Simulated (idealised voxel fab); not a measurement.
The process module presented herein is designated voxel wiring stack.
Shown is cross-section cut, with a width of 215 nm and square cells of size 5 nm.
Cross-section = grid of square cells, listed top down in bands; band = one or more rows. In this notation a band is specified by the heights of its top and bottom, in that order and in nm, after which its materials appear from left to right, each paired with its width in nm. The word "everywhere" attached to a single material means that material fills the band from edge to edge; the word "blank" stands for empty space. Heights are expressed relative to 0, this being the level below which the as-received wafer comprises one material exclusively. The lowest band is unbounded in the downward direction and is denoted as in "z 0 and below". Quick explanation for "30->40": the width changes in equal steps down the rows of cells, from the first number in the band's top row to the second number in its bottom row. "nothing altered" -> step changed no cross-section cell. In the "Internal closed voids" entry, you get each enclosed empty space of 8 cells or more, one with no open way to the top, written width x height at distance, distance from the left edge, in nm. after a step's settings: what the simulator itself notes on the step. Steps that use a mask can have "overlay nm" on their line. It says how far the mask sat to the right of where it was meant to be. Negative means to the left.
Process steps foreseen in the plan:
1,RECEIVE: material Si
2,CONFORMAL_DEP: material SiO2, thk nm 15
3,DIRECTIONAL_DEP: material TiN, thk nm 5
4,DIRECTIONAL_DEP: material Ru, thk nm 20
5,PATTERN: tone cover, mask id METAL_1, material resist, width nm 20, pitch nm 45, thk nm 15, overlay nm 0
6,DIRECTIONAL_ETCH: etch materials Ru, depth nm 20
7,DIRECTIONAL_ETCH: etch materials TiN, depth nm 5
8,STRIP: etch materials resist
9,FILL_DEP: material lowk, thk nm 5
10,CMP: height nm 40
11,CONFORMAL_DEP: material SiCN, thk nm 5
12,DIRECTIONAL_DEP: material SiO2, thk nm 35
13,PATTERN: tone open, mask id METAL_2, material resist, width nm 20, pitch nm 45, thk nm 20, overlay nm 0
14,DIRECTIONAL_ETCH: etch materials SiO2, depth nm 20
15,STRIP: etch materials resist
16,DIRECTIONAL_DEP: material aC, thk nm 15
17,PATTERN: tone open, mask id METAL_2_HOLES, material resist, width nm 15, pitch nm 90, thk nm 35, overlay nm 0
18,DIRECTIONAL_ETCH: etch materials aC, depth nm 15
19,STRIP: etch materials resist
20,DIRECTIONAL_ETCH: etch materials SiO2, depth nm 15
21,DIRECTIONAL_ETCH: etch materials SiCN, depth nm 5
22,STRIP: etch materials aC
23,CONFORMAL_DEP: material TiN, thk nm 5
24,FILL_DEP: material Cu, thk nm 5
25,CMP: height nm 80
26,CONFORMAL_DEP: material SiN, thk nm 5
Wafer at receipt (post step 1), cross-section:
* z 0 and below  Si everywhere
* Internal closed voids: none
One mistake in running the module, otherwise start and plan as above: cross-section at the end:
* z 85 to 80  SiN everywhere
* z 80 to 65  SiO2 (30)  TiN (5)  Cu (10)  TiN (5)  SiO2 (25)  TiN (5)  Cu (10)  TiN (5)  SiO2 (25)  TiN (5)  Cu (10)  TiN (5)  SiO2 (25)  TiN (5)  Cu (10)  TiN (5)  SiO2 (30)
* z 65 to 60  SiO2 (30)  TiN (5)  Cu (5)  TiN (10)  SiO2 (25)  TiN (20)  SiO2 (25)  TiN (5)  Cu (5)  TiN (10)  SiO2 (25)  TiN (20)  SiO2 (30)
* z 60 to 50  SiO2 (30)  TiN (5)  Cu (5)  TiN (5)  SiO2 (75)  TiN (5)  Cu (5)  TiN (5)  SiO2 (80)
* z 50 to 45  SiO2 (30)  TiN (15)  SiO2 (75)  TiN (15)  SiO2 (80)
* z 45 to 40  Ru everywhere
* z 40 to 20  lowk (30)  Ru (20)  lowk (25)  Ru (20)  lowk (25)  Ru (20)  lowk (25)  Ru (20)  lowk (30)
* z 20 to 15  lowk (30)  TiN (20)  lowk (25)  TiN (20)  lowk (25)  TiN (20)  lowk (25)  TiN (20)  lowk (30)
* z 15 to 0  SiO2 everywhere
* z 0 and below  Si everywhere
* Internal closed voids: none
what went wrong: step 11 was run on a setting that differed from the plan, and what really ran there is CONFORMAL_DEP: material Ru, thk nm 5
